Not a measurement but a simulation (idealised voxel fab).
process module | voxel tone inversion
cross-section cut | 230 nm wide | cells 5 nm
A cross-section is a grid of square cells, given in bands from the top down. A band is one or more rows of cells.
Each band's line starts with the height of the band's top and of its bottom, in nm. Then come its materials from left to right, each with its width in nm. One material with "throughout" fills the band from edge to edge. "air" is empty space.
Height 0 is the level under which the wafer as received is all one material. The lowest band goes on downwards, as in "0 down".
A width such as "30 to 40" changes by the same amount from each row of cells to the next, from the band's top row to its bottom row.
"no change" after a step means that no cell of the cross-section changed.
closed voids: empty space of 8 cells or more with no open way to the top, each as width x height at its distance from the left edge, in nm
after a step's settings: what the simulator itself notes on the step
overlay nm, on a step with a mask: how far to the right of its planned place the mask lay; to the left if negative
plan
1 op RECEIVE | material Si
2 op CONFORMAL_DEP | material SiN | thk nm 10
3 op DIRECTIONAL_DEP | material aC | thk nm 25
4 op PATTERN | tone cover | mask id POSTS | material resist | width nm 20 | pitch nm 35 | thk nm 35 | overlay nm 0
5 op DIRECTIONAL_ETCH | etch materials aC | depth nm 25
6 op STRIP | etch materials resist
7 op FILL_DEP | material lowk | thk nm 10
8 op CMP | height nm 35
9 op STRIP | etch materials aC
first wafer, as planned
as received, after step 1
  0 down: Si throughout
  closed voids: none
after step 2
  10 to 0: SiN throughout
  below 0: unchanged
after step 3
  35 to 10: aC throughout
  below 10: unchanged
after step 4
  70 to 35: air 70 | resist 20 | air 15 | resist 20 | air 15 | resist 20 | air 70
  below 35: unchanged
after step 5
  45 to 35: air 70 | resist 20 | air 15 | resist 20 | air 15 | resist 20 | air 70
  35 to 10: air 70 | aC 20 | air 15 | aC 20 | air 15 | aC 20 | air 70
  below 10: unchanged
after step 6
  35 to 10: air 70 | aC 20 | air 15 | aC 20 | air 15 | aC 20 | air 70
  below 10: unchanged
after step 7
  45 to 35: lowk throughout
  35 to 10: lowk 70 | aC 20 | lowk 15 | aC 20 | lowk 15 | aC 20 | lowk 70
  below 10: unchanged
after step 8
  35 to 10: lowk 70 | aC 20 | lowk 15 | aC 20 | lowk 15 | aC 20 | lowk 70
  below 10: unchanged
after step 9
  35 to 10: lowk 70 | air 20 | lowk 15 | air 20 | lowk 15 | air 20 | lowk 70
  below 10: unchanged
second wafer: like start, like plan, one mistake. Through step 1 it matches the first wafer
when step 2 should have ended: no change
when step 3 should have ended
  25 to 0: aC throughout
  below 0: unchanged
when step 4 should have ended
  60 to 25: air 70 | resist 20 | air 15 | resist 20 | air 15 | resist 20 | air 70
  below 25: unchanged
when step 5 should have ended
  35 to 25: air 70 | resist 20 | air 15 | resist 20 | air 15 | resist 20 | air 70
  25 to 0: air 70 | aC 20 | air 15 | aC 20 | air 15 | aC 20 | air 70
  below 0: unchanged
when step 6 should have ended
  25 to 0: air 70 | aC 20 | air 15 | aC 20 | air 15 | aC 20 | air 70
  below 0: unchanged
when step 7 should have ended
  35 to 25: lowk throughout
  25 to 0: lowk 70 | aC 20 | lowk 15 | aC 20 | lowk 15 | aC 20 | lowk 70
  below 0: unchanged
when step 8 should have ended: no change
when step 9 should have ended: no change
what went wrong: step 2 was left out
at the end the second wafer has, in cells: 92 fewer of SiN | 60 more of aC | 92 more of lowk
